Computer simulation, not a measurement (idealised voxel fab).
process module | voxel transistor to metal
cross-section cut | 285 nm wide | cells 5 nm
A cross-section is a grid of square cells, given in bands from the top down. A band is one or more rows of cells.
Each band's line starts with the height of the band's top and of its bottom, in nm. Then come its materials from left to right, each with its width in nm. One material with "throughout" fills the band from edge to edge. "air" is empty space.
Height 0 is the level under which the wafer as received is all one material. The lowest band goes on downwards, as in "0 down".
A width such as "30 to 40" changes by the same amount from each row of cells to the next, from the band's top row to its bottom row.
"no change" after a step means that no cell of the cross-section changed.
closed voids: empty space of 8 cells or more with no open way to the top, each as width x height at its distance from the left edge, in nm
after a step's settings: what the simulator itself notes on the step
overlay nm, on a step with a mask: how far to the right of its planned place the mask lay; to the left if negative
Each pair below shows a cross-section before one step and the cross-section after it, down to the lowest band that changed. The line under each pair gives the step between them, with its settings. The pairs can come from different runs of this module on the same starting wafer, so a pair continues from the pair above only where its "before" says so.
before
  35 to 25: air 55 | SiN 5 | SiO2 5 | SiCN 30 | SiO2 5 | SiN 5 | air 70 | SiN 5 | SiO2 5 | SiCN 30 | SiO2 5 | SiN 5 | air 60
  25 to 0: air 55 | SiN 5 | SiO2 5 | polySi 30 | SiO2 5 | SiN 5 | air 70 | SiN 5 | SiO2 5 | polySi 30 | SiO2 5 | SiN 5 | air 60
  0 to -5: SiO2 35 | SiN 5 | air 15 | SiN 5 | SiO2 5 | polySi 30 | SiO2 5 | SiN 5 | air 20 | SiN 5 | SiO2 25 | SiN 5 | air 15 | SiN 5 | SiO2 5 | polySi 30 | SiO2 5 | SiN 5 | air 20 | SiN 5 | SiO2 35
  -5 to -10: SiO2 throughout
  -10 to -40: SiO2 40 | Si 85 | SiO2 35 | Si 85 | SiO2 40
  -40 down: Si throughout
  closed voids: none
after
  35 to 30: air 55 | SiN 5 | air 5 | SiCN 30 | air 5 | SiN 5 | air 70 | SiN 5 | air 5 | SiCN 30 | air 5 | SiN 5 | air 60
  30 to 25: air 55 | SiN 5 | SiO2 5 | SiCN 30 | SiO2 5 | SiN 5 | air 70 | SiN 5 | SiO2 5 | SiCN 30 | SiO2 5 | SiN 5 | air 60
  25 to 0: air 55 | SiN 5 | SiO2 5 | polySi 30 | SiO2 5 | SiN 5 | air 70 | SiN 5 | SiO2 5 | polySi 30 | SiO2 5 | SiN 5 | air 60
  0 to -5: air 35 | SiN 5 | air 15 | SiN 5 | SiO2 5 | polySi 30 | SiO2 5 | SiN 5 | air 20 | SiN 5 | air 25 | SiN 5 | air 15 | SiN 5 | SiO2 5 | polySi 30 | SiO2 5 | SiN 5 | air 20 | SiN 5 | air 35
  -5 to -10: SiO2 40 | air 15 | SiO2 50 | air 20 | SiO2 35 | air 15 | SiO2 50 | air 20 | SiO2 40
  below -10: unchanged
  closed voids: none
the step between: op DIRECTIONAL_ETCH | etch materials SiO2 | depth nm 5
before: the cross-section after the pair above
after
  35 to 30: air 55 | SiN 5 | air 5 | SiCN 30 | air 5 | SiN 5 | air 70 | SiN 5 | air 5 | SiCN 30 | air 5 | SiN 5 | air 60
  30 to 25: air 55 | SiN 5 | SiO2 5 | SiCN 30 | SiO2 5 | SiN 5 | air 70 | SiN 5 | SiO2 5 | SiCN 30 | SiO2 5 | SiN 5 | air 60
  25 to 0: air 55 | SiN 5 | SiO2 5 | polySi 30 | SiO2 5 | SiN 5 | air 70 | SiN 5 | SiO2 5 | polySi 30 | SiO2 5 | SiN 5 | air 60
  0 to -5: air 35 | SiN 5 | air 15 | SiN 5 | SiO2 5 | polySi 30 | SiO2 5 | SiN 5 | air 20 | SiN 5 | air 25 | SiN 5 | air 15 | SiN 5 | SiO2 5 | polySi 30 | SiO2 5 | SiN 5 | air 20 | SiN 5 | air 35
  -5 to -10: SiO2 40 | air 15 | SiO2 50 | air 20 | SiO2 35 | air 15 | SiO2 50 | air 20 | SiO2 40
  -10 to -15: SiO2 40 | air 15 | Si 50 | air 20 | SiO2 35 | air 15 | Si 50 | air 20 | SiO2 40
  below -15: unchanged
  closed voids: none
the step between: op DIRECTIONAL_ETCH | etch materials Si | depth nm 5
before: the cross-section after the pair above
after
  35 to 30: air 55 | SiN 5 | air 5 | SiCN 30 | air 5 | SiN 5 | air 70 | SiN 5 | air 5 | SiCN 30 | air 5 | SiN 5 | air 60
  30 to 25: air 55 | SiN 5 | SiO2 5 | SiCN 30 | SiO2 5 | SiN 5 | air 70 | SiN 5 | SiO2 5 | SiCN 30 | SiO2 5 | SiN 5 | air 60
  25 to 0: air 55 | SiN 5 | SiO2 5 | polySi 30 | SiO2 5 | SiN 5 | air 70 | SiN 5 | SiO2 5 | polySi 30 | SiO2 5 | SiN 5 | air 60
  0 to -5: air 35 | SiN 5 | air 15 | SiN 5 | SiO2 5 | polySi 30 | SiO2 5 | SiN 5 | air 20 | SiN 5 | air 25 | SiN 5 | air 15 | SiN 5 | SiO2 5 | polySi 30 | SiO2 5 | SiN 5 | air 20 | SiN 5 | air 35
  -5 to -10: SiO2 40 | air 10 | SiGe 5 | SiO2 50 | SiGe 5 | air 15 | SiO2 35 | air 10 | SiGe 5 | SiO2 50 | SiGe 5 | air 15 | SiO2 40
  -10 to -15: SiO2 40 | SiGe 15 | Si 50 | SiGe 20 | SiO2 35 | SiGe 15 | Si 50 | SiGe 20 | SiO2 40
  below -15: unchanged
  closed voids: none
the step between: op EPI | material SiGe | thk nm 5
before: the cross-section after the pair above
after
  45 to 35: SiO2 throughout
  35 to 25: SiO2 55 | SiN 5 | SiO2 5 | SiCN 30 | SiO2 5 | SiN 5 | SiO2 70 | SiN 5 | SiO2 5 | SiCN 30 | SiO2 5 | SiN 5 | SiO2 60
  25 to 0: SiO2 55 | SiN 5 | SiO2 5 | polySi 30 | SiO2 5 | SiN 5 | SiO2 70 | SiN 5 | SiO2 5 | polySi 30 | SiO2 5 | SiN 5 | SiO2 60
  0 to -5: SiO2 35 | SiN 5 | SiO2 15 | SiN 5 | SiO2 5 | polySi 30 | SiO2 5 | SiN 5 | SiO2 20 | SiN 5 | SiO2 25 | SiN 5 | SiO2 15 | SiN 5 | SiO2 5 | polySi 30 | SiO2 5 | SiN 5 | SiO2 20 | SiN 5 | SiO2 35
  -5 to -10: SiO2 50 | SiGe 5 | SiO2 50 | SiGe 5 | SiO2 60 | SiGe 5 | SiO2 50 | SiGe 5 | SiO2 55
  below -10: unchanged
  closed voids: none
the step between: op FILL_DEP | material SiO2 | thk nm 10
before: the cross-section after the pair above
after
  25 to 0: SiO2 55 | SiN 5 | SiO2 5 | polySi 30 | SiO2 5 | SiN 5 | SiO2 70 | SiN 5 | SiO2 5 | polySi 30 | SiO2 5 | SiN 5 | SiO2 60
  below 0: unchanged
  closed voids: none
the step between: op CMP | height nm 25
before: the cross-section after the pair above
after
  25 to 0: SiO2 55 | SiN 5 | SiO2 5 | air 30 | SiO2 5 | SiN 5 | SiO2 70 | SiN 5 | SiO2 5 | air 30 | SiO2 5 | SiN 5 | SiO2 60
  0 to -5: SiO2 35 | SiN 5 | SiO2 15 | SiN 5 | SiO2 5 | air 30 | SiO2 5 | SiN 5 | SiO2 20 | SiN 5 | SiO2 25 | SiN 5 | SiO2 15 | SiN 5 | SiO2 5 | air 30 | SiO2 5 | SiN 5 | SiO2 20 | SiN 5 | SiO2 35
  below -5: unchanged
  closed voids: none
the step between: op STRIP | etch materials polySi
before: the cross-section after the pair above
after
  25 to 20: air 55 | SiN 5 | air 40 | SiN 5 | air 70 | SiN 5 | air 40 | SiN 5 | air 60
  20 to 0: SiO2 55 | SiN 5 | air 40 | SiN 5 | SiO2 70 | SiN 5 | air 40 | SiN 5 | SiO2 60
  0 to -5: SiO2 35 | SiN 5 | SiO2 15 | SiN 5 | air 40 | SiN 5 | SiO2 20 | SiN 5 | SiO2 25 | SiN 5 | SiO2 15 | SiN 5 | air 40 | SiN 5 | SiO2 20 | SiN 5 | SiO2 35
  -5 to -10: SiO2 50 | SiGe 5 | SiO2 5 | air 40 | SiO2 5 | SiGe 5 | SiO2 60 | SiGe 5 | SiO2 5 | air 40 | SiO2 5 | SiGe 5 | SiO2 55
  below -10: unchanged
  closed voids: none
the step between: op SELECTIVE_ETCH | etch materials SiO2 | depth nm 5
before: the cross-section after the pair above
after
  30 to 25: air 50 | HfO2 15 | air 30 | HfO2 15 | air 60 | HfO2 15 | air 30 | HfO2 15 | air 55
  25 to 20: HfO2 55 | SiN 5 | HfO2 5 | air 30 | HfO2 5 | SiN 5 | HfO2 70 | SiN 5 | HfO2 5 | air 30 | HfO2 5 | SiN 5 | HfO2 60
  20 to 0: SiO2 55 | SiN 5 | HfO2 5 | air 30 | HfO2 5 | SiN 5 | SiO2 70 | SiN 5 | HfO2 5 | air 30 | HfO2 5 | SiN 5 | SiO2 60
  0 to -5: SiO2 35 | SiN 5 | SiO2 15 | SiN 5 | HfO2 5 | air 30 | HfO2 5 | SiN 5 | SiO2 20 | SiN 5 | SiO2 25 | SiN 5 | SiO2 15 | SiN 5 | HfO2 5 | air 30 | HfO2 5 | SiN 5 | SiO2 20 | SiN 5 | SiO2 35
  -5 to -10: SiO2 50 | SiGe 5 | SiO2 5 | HfO2 40 | SiO2 5 | SiGe 5 | SiO2 60 | SiGe 5 | SiO2 5 | HfO2 40 | SiO2 5 | SiGe 5 | SiO2 55
  below -10: unchanged
  closed voids: none
the step between: op CONFORMAL_DEP | material HfO2 | thk nm 5
before: the cross-section after the pair above
after
  35 to 30: air 45 | TiN 25 | air 20 | TiN 25 | air 50 | TiN 25 | air 20 | TiN 25 | air 50
  30 to 25: TiN 50 | HfO2 15 | TiN 5 | air 20 | TiN 5 | HfO2 15 | TiN 60 | HfO2 15 | TiN 5 | air 20 | TiN 5 | HfO2 15 | TiN 55
  25 to 20: HfO2 55 | SiN 5 | HfO2 5 | TiN 5 | air 20 | TiN 5 | HfO2 5 | SiN 5 | HfO2 70 | SiN 5 | HfO2 5 | TiN 5 | air 20 | TiN 5 | HfO2 5 | SiN 5 | HfO2 60
  20 to 0: SiO2 55 | SiN 5 | HfO2 5 | TiN 5 | air 20 | TiN 5 | HfO2 5 | SiN 5 | SiO2 70 | SiN 5 | HfO2 5 | TiN 5 | air 20 | TiN 5 | HfO2 5 | SiN 5 | SiO2 60
  0 to -5: SiO2 35 | SiN 5 | SiO2 15 | SiN 5 | HfO2 5 | TiN 30 | HfO2 5 | SiN 5 | SiO2 20 | SiN 5 | SiO2 25 | SiN 5 | SiO2 15 | SiN 5 | HfO2 5 | TiN 30 | HfO2 5 | SiN 5 | SiO2 20 | SiN 5 | SiO2 35
  below -5: unchanged
  closed voids: none
the step between: op CONFORMAL_DEP | material TiN | thk nm 5
before: the cross-section after the pair above
after
  45 to 35: W throughout
  35 to 30: W 45 | TiN 25 | W 20 | TiN 25 | W 50 | TiN 25 | W 20 | TiN 25 | W 50
  30 to 25: TiN 50 | HfO2 15 | TiN 5 | W 20 | TiN 5 | HfO2 15 | TiN 60 | HfO2 15 | TiN 5 | W 20 | TiN 5 | HfO2 15 | TiN 55
  25 to 20: HfO2 55 | SiN 5 | HfO2 5 | TiN 5 | W 20 | TiN 5 | HfO2 5 | SiN 5 | HfO2 70 | SiN 5 | HfO2 5 | TiN 5 | W 20 | TiN 5 | HfO2 5 | SiN 5 | HfO2 60
  20 to 0: SiO2 55 | SiN 5 | HfO2 5 | TiN 5 | W 20 | TiN 5 | HfO2 5 | SiN 5 | SiO2 70 | SiN 5 | HfO2 5 | TiN 5 | W 20 | TiN 5 | HfO2 5 | SiN 5 | SiO2 60
  below 0: unchanged
  closed voids: none
the step between: op FILL_DEP | material W | thk nm 10
before: the cross-section after the pair above
after
  20 to 0: SiO2 55 | SiN 5 | HfO2 5 | TiN 5 | W 20 | TiN 5 | HfO2 5 | SiN 5 | SiO2 70 | SiN 5 | HfO2 5 | TiN 5 | W 20 | TiN 5 | HfO2 5 | SiN 5 | SiO2 60
  below 0: unchanged
  closed voids: none
the step between: op CMP | height nm 20
before: the cross-section after the pair above
after
  35 to 20: SiO2 throughout
  below 20: unchanged
  closed voids: none
the step between: op DIRECTIONAL_DEP | material SiO2 | thk nm 15
before: the cross-section after the pair above
after
  50 to 35: resist 35 | air 15 | resist 60 | air 15 | resist 30 | air 15 | resist 60 | air 15 | resist 40
  below 35: unchanged
  closed voids: none
the step between: op PATTERN | tone open | mask id CONTACT | material resist | width nm 15 | thk nm 15 | overlay nm 0
before: the cross-section after the pair above
after
  50 to 35: resist 35 | air 15 | resist 60 | air 15 | resist 30 | air 15 | resist 60 | air 15 | resist 40
  35 to 20: SiO2 35 | air 15 | SiO2 60 | air 15 | SiO2 30 | air 15 | SiO2 60 | air 15 | SiO2 40
  20 to 0: SiO2 35 | air 15 | SiO2 5 | SiN 5 | HfO2 5 | TiN 5 | W 20 | TiN 5 | HfO2 5 | SiN 5 | SiO2 5 | air 15 | SiO2 30 | air 15 | SiO2 5 | SiN 5 | HfO2 5 | TiN 5 | W 20 | TiN 5 | HfO2 5 | SiN 5 | SiO2 5 | air 15 | SiO2 40
  0 to -5: SiO2 35 | SiN 5 | air 10 | SiO2 5 | SiN 5 | HfO2 5 | TiN 30 | HfO2 5 | SiN 5 | SiO2 5 | air 15 | SiN 5 | SiO2 25 | SiN 5 | air 10 | SiO2 5 | SiN 5 | HfO2 5 | TiN 30 | HfO2 5 | SiN 5 | SiO2 5 | air 15 | SiN 5 | SiO2 35
  -5 to -10: SiO2 40 | air 10 | SiGe 5 | SiO2 5 | HfO2 40 | SiO2 5 | SiGe 5 | air 15 | SiO2 35 | air 10 | SiGe 5 | SiO2 5 | HfO2 40 | SiO2 5 | SiGe 5 | air 15 | SiO2 40
  below -10: unchanged
  closed voids: none
the step between: op DIRECTIONAL_ETCH | etch materials SiO2 | depth nm 45
before: the cross-section after the pair above
after
  35 to 20: SiO2 35 | air 15 | SiO2 60 | air 15 | SiO2 30 | air 15 | SiO2 60 | air 15 | SiO2 40
  below 20: unchanged
  closed voids: none
the step between: op STRIP | etch materials resist
before: the cross-section after the pair above
after
  40 to 35: TiN 40 | air 5 | TiN 70 | air 5 | TiN 40 | air 5 | TiN 70 | air 5 | TiN 45
  35 to 20: SiO2 35 | TiN 5 | air 5 | TiN 5 | SiO2 60 | TiN 5 | air 5 | TiN 5 | SiO2 30 | TiN 5 | air 5 | TiN 5 | SiO2 60 | TiN 5 | air 5 | TiN 5 | SiO2 40
  20 to 5: SiO2 35 | TiN 5 | air 5 | TiN 5 | SiO2 5 | SiN 5 | HfO2 5 | TiN 5 | W 20 | TiN 5 | HfO2 5 | SiN 5 | SiO2 5 | TiN 5 | air 5 | TiN 5 | SiO2 30 | TiN 5 | air 5 | TiN 5 | SiO2 5 | SiN 5 | HfO2 5 | TiN 5 | W 20 | TiN 5 | HfO2 5 | SiN 5 | SiO2 5 | TiN 5 | air 5 | TiN 5 | SiO2 40
  5 to 0: SiO2 35 | TiN 15 | SiO2 5 | SiN 5 | HfO2 5 | TiN 5 | W 20 | TiN 5 | HfO2 5 | SiN 5 | SiO2 5 | TiN 5 | air 5 | TiN 5 | SiO2 30 | TiN 15 | SiO2 5 | SiN 5 | HfO2 5 | TiN 5 | W 20 | TiN 5 | HfO2 5 | SiN 5 | SiO2 5 | TiN 5 | air 5 | TiN 5 | SiO2 40
  0 to -5: SiO2 35 | SiN 5 | TiN 10 | SiO2 5 | SiN 5 | HfO2 5 | TiN 30 | HfO2 5 | SiN 5 | SiO2 5 | TiN 5 | air 5 | TiN 5 | SiN 5 | SiO2 25 | SiN 5 | TiN 10 | SiO2 5 | SiN 5 | HfO2 5 | TiN 30 | HfO2 5 | SiN 5 | SiO2 5 | TiN 5 | air 5 | TiN 5 | SiN 5 | SiO2 35
  -5 to -10: SiO2 40 | TiN 10 | SiGe 5 | SiO2 5 | HfO2 40 | SiO2 5 | SiGe 5 | TiN 15 | SiO2 35 | TiN 10 | SiGe 5 | SiO2 5 | HfO2 40 | SiO2 5 | SiGe 5 | TiN 15 | SiO2 40
  below -10: unchanged
  closed voids: none
the step between: op CONFORMAL_DEP | material TiN | thk nm 5
before: the cross-section after the pair above
after
  45 to 40: W throughout
  40 to 35: TiN 40 | W 5 | TiN 70 | W 5 | TiN 40 | W 5 | TiN 70 | W 5 | TiN 45
  35 to 20: SiO2 35 | TiN 5 | W 5 | TiN 5 | SiO2 60 | TiN 5 | W 5 | TiN 5 | SiO2 30 | TiN 5 | W 5 | TiN 5 | SiO2 60 | TiN 5 | W 5 | TiN 5 | SiO2 40
  20 to 5: SiO2 35 | TiN 5 | W 5 | TiN 5 | SiO2 5 | SiN 5 | HfO2 5 | TiN 5 | W 20 | TiN 5 | HfO2 5 | SiN 5 | SiO2 5 | TiN 5 | W 5 | TiN 5 | SiO2 30 | TiN 5 | W 5 | TiN 5 | SiO2 5 | SiN 5 | HfO2 5 | TiN 5 | W 20 | TiN 5 | HfO2 5 | SiN 5 | SiO2 5 | TiN 5 | W 5 | TiN 5 | SiO2 40
  5 to 0: SiO2 35 | TiN 15 | SiO2 5 | SiN 5 | HfO2 5 | TiN 5 | W 20 | TiN 5 | HfO2 5 | SiN 5 | SiO2 5 | TiN 5 | W 5 | TiN 5 | SiO2 30 | TiN 15 | SiO2 5 | SiN 5 | HfO2 5 | TiN 5 | W 20 | TiN 5 | HfO2 5 | SiN 5 | SiO2 5 | TiN 5 | W 5 | TiN 5 | SiO2 40
  0 to -5: SiO2 35 | SiN 5 | TiN 10 | SiO2 5 | SiN 5 | HfO2 5 | TiN 30 | HfO2 5 | SiN 5 | SiO2 5 | TiN 5 | W 5 | TiN 5 | SiN 5 | SiO2 25 | SiN 5 | TiN 10 | SiO2 5 | SiN 5 | HfO2 5 | TiN 30 | HfO2 5 | SiN 5 | SiO2 5 | TiN 5 | W 5 | TiN 5 | SiN 5 | SiO2 35
  below -5: unchanged
  closed voids: none
the step between: op FILL_DEP | material W | thk nm 5
before: the cross-section after the pair above
after
  35 to 20: SiO2 35 | TiN 5 | W 5 | TiN 5 | SiO2 60 | TiN 5 | W 5 | TiN 5 | SiO2 30 | TiN 5 | W 5 | TiN 5 | SiO2 60 | TiN 5 | W 5 | TiN 5 | SiO2 40
  below 20: unchanged
  closed voids: none
the step between: op CMP | height nm 35
before: the cross-section after the pair above
after
  40 to 35: TiN throughout
  below 35: unchanged
  closed voids: none
the step between: op DIRECTIONAL_DEP | material TiN | thk nm 5
before: the cross-section after the pair above
after
  65 to 40: Ru throughout
  below 40: unchanged
  closed voids: none
the step between: op DIRECTIONAL_DEP | material Ru | thk nm 25
before: the cross-section after the pair above
after
  65 to 40: air 35 | Ru 15 | air 60 | Ru 15 | air 30 | Ru 15 | air 60 | Ru 15 | air 40
  below 40: unchanged
  closed voids: none
the step between: op MASKED_ETCH | tone cover | mask id METAL_1 | width nm 15 | etch materials Ru | depth nm 25 | overlay nm 0
before: the cross-section after the pair above
after
  65 to 40: air 35 | Ru 15 | air 60 | Ru 15 | air 30 | Ru 15 | air 60 | Ru 15 | air 40
  40 to 35: air 35 | TiN 15 | air 60 | TiN 15 | air 30 | TiN 15 | air 60 | TiN 15 | air 40
  below 35: unchanged
  closed voids: none
the step between: op MASKED_ETCH | tone cover | mask id METAL_1 | width nm 15 | etch materials TiN | depth nm 5 | overlay nm 0
before: the cross-section after the pair above
after
  70 to 65: SiO2 throughout
  65 to 40: SiO2 35 | Ru 15 | SiO2 60 | Ru 15 | SiO2 30 | Ru 15 | SiO2 60 | Ru 15 | SiO2 40
  40 to 35: SiO2 35 | TiN 15 | SiO2 60 | TiN 15 | SiO2 30 | TiN 15 | SiO2 60 | TiN 15 | SiO2 40
  below 35: unchanged
  closed voids: none
the step between: op FILL_DEP | material SiO2 | thk nm 5
before: the cross-section after the pair above
after
  65 to 40: SiO2 35 | Ru 15 | SiO2 60 | Ru 15 | SiO2 30 | Ru 15 | SiO2 60 | Ru 15 | SiO2 40
  below 40: unchanged
  closed voids: none
the step between: op CMP | height nm 65
before: the cross-section after the pair above
after
  70 to 65: SiN throughout
  below 65: unchanged
  closed voids: none
the step between: op CONFORMAL_DEP | material SiN | thk nm 5
before
  35 to 20: SiO2 throughout
  20 to 0: SiO2 55 | SiN 5 | HfO2 5 | TiN 5 | W 20 | TiN 5 | HfO2 5 | SiN 5 | SiO2 70 | SiN 5 | HfO2 5 | TiN 5 | W 20 | TiN 5 | HfO2 5 | SiN 5 | SiO2 60
  0 to -5: SiO2 30 | SiN 5 | SiO2 20 | SiN 5 | HfO2 5 | TiN 30 | HfO2 5 | SiN 5 | SiO2 20 | SiN 5 | SiO2 20 | SiN 5 | SiO2 20 | SiN 5 | HfO2 5 | TiN 30 | HfO2 5 | SiN 5 | SiO2 20 | SiN 5 | SiO2 35
  -5 to -10: SiO2 50 | SiGe 5 | SiO2 5 | HfO2 40 | SiO2 5 | SiGe 5 | SiO2 60 | SiGe 5 | SiO2 5 | HfO2 40 | SiO2 5 | SiGe 5 | SiO2 55
  -10 to -15: SiO2 35 | SiGe 20 | Si 50 | SiGe 20 | SiO2 30 | SiGe 20 | Si 50 | SiGe 20 | SiO2 40
  -15 to -40: SiO2 35 | Si 90 | SiO2 30 | Si 90 | SiO2 40
  -40 down: Si throughout
  closed voids: none
after
  50 to 35: resist 45 | air 15 | resist 60 | air 15 | resist 30 | air 15 | resist 60 | air 15 | resist 30
  below 35: unchanged
  closed voids: none
the step between: op PATTERN | tone open | mask id CONTACT | material resist | width nm 15 | thk nm 15 | overlay nm 10
before: the cross-section after the pair above
after
  50 to 35: resist 45 | air 15 | resist 60 | air 15 | resist 30 | air 15 | resist 60 | air 15 | resist 30
  35 to 20: SiO2 45 | air 15 | SiO2 60 | air 15 | SiO2 30 | air 15 | SiO2 60 | air 15 | SiO2 30
  20 to 0: SiO2 45 | air 10 | SiN 5 | HfO2 5 | TiN 5 | W 20 | TiN 5 | HfO2 5 | SiN 5 | SiO2 15 | air 15 | SiO2 30 | air 10 | SiN 5 | HfO2 5 | TiN 5 | W 20 | TiN 5 | HfO2 5 | SiN 5 | SiO2 15 | air 15 | SiO2 30
  0 to -5: SiO2 30 | SiN 5 | SiO2 10 | air 10 | SiN 5 | HfO2 5 | TiN 30 | HfO2 5 | SiN 5 | SiO2 15 | air 5 | SiN 5 | air 5 | SiO2 15 | SiN 5 | SiO2 10 | air 10 | SiN 5 | HfO2 5 | TiN 30 | HfO2 5 | SiN 5 | SiO2 15 | air 5 | SiN 5 | air 5 | SiO2 30
  -5 to -10: SiO2 45 | air 5 | SiGe 5 | SiO2 5 | HfO2 40 | SiO2 5 | SiGe 5 | SiO2 10 | air 5 | SiO2 5 | air 5 | SiO2 30 | air 5 | SiGe 5 | SiO2 5 | HfO2 40 | SiO2 5 | SiGe 5 | SiO2 10 | air 5 | SiO2 5 | air 5 | SiO2 30
  below -10: unchanged
  closed voids: none
the step between: op DIRECTIONAL_ETCH | etch materials SiO2 | depth nm 45
before: the cross-section after the pair above
after
  35 to 20: SiO2 45 | air 15 | SiO2 60 | air 15 | SiO2 30 | air 15 | SiO2 60 | air 15 | SiO2 30
  below 20: unchanged
  closed voids: none
the step between: op STRIP | etch materials resist
before: the cross-section after the pair above
after
  40 to 35: TiN 50 | air 5 | TiN 70 | air 5 | TiN 40 | air 5 | TiN 70 | air 5 | TiN 35
  35 to 25: SiO2 45 | TiN 5 | air 5 | TiN 5 | SiO2 60 | TiN 5 | air 5 | TiN 5 | SiO2 30 | TiN 5 | air 5 | TiN 5 | SiO2 60 | TiN 5 | air 5 | TiN 5 | SiO2 30
  25 to 20: SiO2 45 | TiN 15 | SiO2 60 | TiN 5 | air 5 | TiN 5 | SiO2 30 | TiN 15 | SiO2 60 | TiN 5 | air 5 | TiN 5 | SiO2 30
  20 to 5: SiO2 45 | TiN 10 | SiN 5 | HfO2 5 | TiN 5 | W 20 | TiN 5 | HfO2 5 | SiN 5 | SiO2 15 | TiN 5 | air 5 | TiN 5 | SiO2 30 | TiN 10 | SiN 5 | HfO2 5 | TiN 5 | W 20 | TiN 5 | HfO2 5 | SiN 5 | SiO2 15 | TiN 5 | air 5 | TiN 5 | SiO2 30
  5 to 0: SiO2 45 | TiN 10 | SiN 5 | HfO2 5 | TiN 5 | W 20 | TiN 5 | HfO2 5 | SiN 5 | SiO2 15 | TiN 15 | SiO2 30 | TiN 10 | SiN 5 | HfO2 5 | TiN 5 | W 20 | TiN 5 | HfO2 5 | SiN 5 | SiO2 15 | TiN 15 | SiO2 30
  0 to -5: SiO2 30 | SiN 5 | SiO2 10 | TiN 10 | SiN 5 | HfO2 5 | TiN 30 | HfO2 5 | SiN 5 | SiO2 15 | TiN 5 | SiN 5 | TiN 5 | SiO2 15 | SiN 5 | SiO2 10 | TiN 10 | SiN 5 | HfO2 5 | TiN 30 | HfO2 5 | SiN 5 | SiO2 15 | TiN 5 | SiN 5 | TiN 5 | SiO2 30
  -5 to -10: SiO2 45 | TiN 5 | SiGe 5 | SiO2 5 | HfO2 40 | SiO2 5 | SiGe 5 | SiO2 10 | TiN 5 | SiO2 5 | TiN 5 | SiO2 30 | TiN 5 | SiGe 5 | SiO2 5 | HfO2 40 | SiO2 5 | SiGe 5 | SiO2 10 | TiN 5 | SiO2 5 | TiN 5 | SiO2 30
  below -10: unchanged
  closed voids: none
the step between: op CONFORMAL_DEP | material TiN | thk nm 5
before: the cross-section after the pair above
after
  45 to 40: W throughout
  40 to 35: TiN 50 | W 5 | TiN 70 | W 5 | TiN 40 | W 5 | TiN 70 | W 5 | TiN 35
  35 to 25: SiO2 45 | TiN 5 | W 5 | TiN 5 | SiO2 60 | TiN 5 | W 5 | TiN 5 | SiO2 30 | TiN 5 | W 5 | TiN 5 | SiO2 60 | TiN 5 | W 5 | TiN 5 | SiO2 30
  25 to 20: SiO2 45 | TiN 15 | SiO2 60 | TiN 5 | W 5 | TiN 5 | SiO2 30 | TiN 15 | SiO2 60 | TiN 5 | W 5 | TiN 5 | SiO2 30
  20 to 5: SiO2 45 | TiN 10 | SiN 5 | HfO2 5 | TiN 5 | W 20 | TiN 5 | HfO2 5 | SiN 5 | SiO2 15 | TiN 5 | W 5 | TiN 5 | SiO2 30 | TiN 10 | SiN 5 | HfO2 5 | TiN 5 | W 20 | TiN 5 | HfO2 5 | SiN 5 | SiO2 15 | TiN 5 | W 5 | TiN 5 | SiO2 30
  below 5: unchanged
  closed voids: none
the step between: op FILL_DEP | material W | thk nm 5
before: the cross-section after the pair above
after
  35 to 25: SiO2 45 | TiN 5 | W 5 | TiN 5 | SiO2 60 | TiN 5 | W 5 | TiN 5 | SiO2 30 | TiN 5 | W 5 | TiN 5 | SiO2 60 | TiN 5 | W 5 | TiN 5 | SiO2 30
  below 25: unchanged
  closed voids: none
the step between: op CMP | height nm 35
before: the cross-section after the pair above
after
  40 to 35: TiN throughout
  below 35: unchanged
  closed voids: none
the step between: op DIRECTIONAL_DEP | material TiN | thk nm 5
before: the cross-section after the pair above
after
  65 to 40: Ru throughout
  below 40: unchanged
  closed voids: none
the step between: op DIRECTIONAL_DEP | material Ru | thk nm 25
before: the cross-section after the pair above
after
  65 to 40: air 35 | Ru 15 | air 60 | Ru 15 | air 30 | Ru 15 | air 60 | Ru 15 | air 40
  below 40: unchanged
  closed voids: none
the step between: op MASKED_ETCH | tone cover | mask id METAL_1 | width nm 15 | etch materials Ru | depth nm 25 | overlay nm 0
before: the cross-section after the pair above
after
  65 to 40: air 35 | Ru 15 | air 60 | Ru 15 | air 30 | Ru 15 | air 60 | Ru 15 | air 40
  40 to 35: air 35 | TiN 15 | air 60 | TiN 15 | air 30 | TiN 15 | air 60 | TiN 15 | air 40
  below 35: unchanged
  closed voids: none
the step between: op MASKED_ETCH | tone cover | mask id METAL_1 | width nm 15 | etch materials TiN | depth nm 5 | overlay nm 0
before: the cross-section after the pair above
after
  70 to 65: SiO2 throughout
  65 to 40: SiO2 35 | Ru 15 | SiO2 60 | Ru 15 | SiO2 30 | Ru 15 | SiO2 60 | Ru 15 | SiO2 40
  40 to 35: SiO2 35 | TiN 15 | SiO2 60 | TiN 15 | SiO2 30 | TiN 15 | SiO2 60 | TiN 15 | SiO2 40
  below 35: unchanged
  closed voids: none
the step between: op FILL_DEP | material SiO2 | thk nm 5
before: the cross-section after the pair above
after
  65 to 40: SiO2 35 | Ru 15 | SiO2 60 | Ru 15 | SiO2 30 | Ru 15 | SiO2 60 | Ru 15 | SiO2 40
  below 40: unchanged
  closed voids: none
the step between: op CMP | height nm 65
before: the cross-section after the pair above
after
  70 to 65: SiN throughout
  below 65: unchanged
  closed voids: none
the step between: op CONFORMAL_DEP | material SiN | thk nm 5
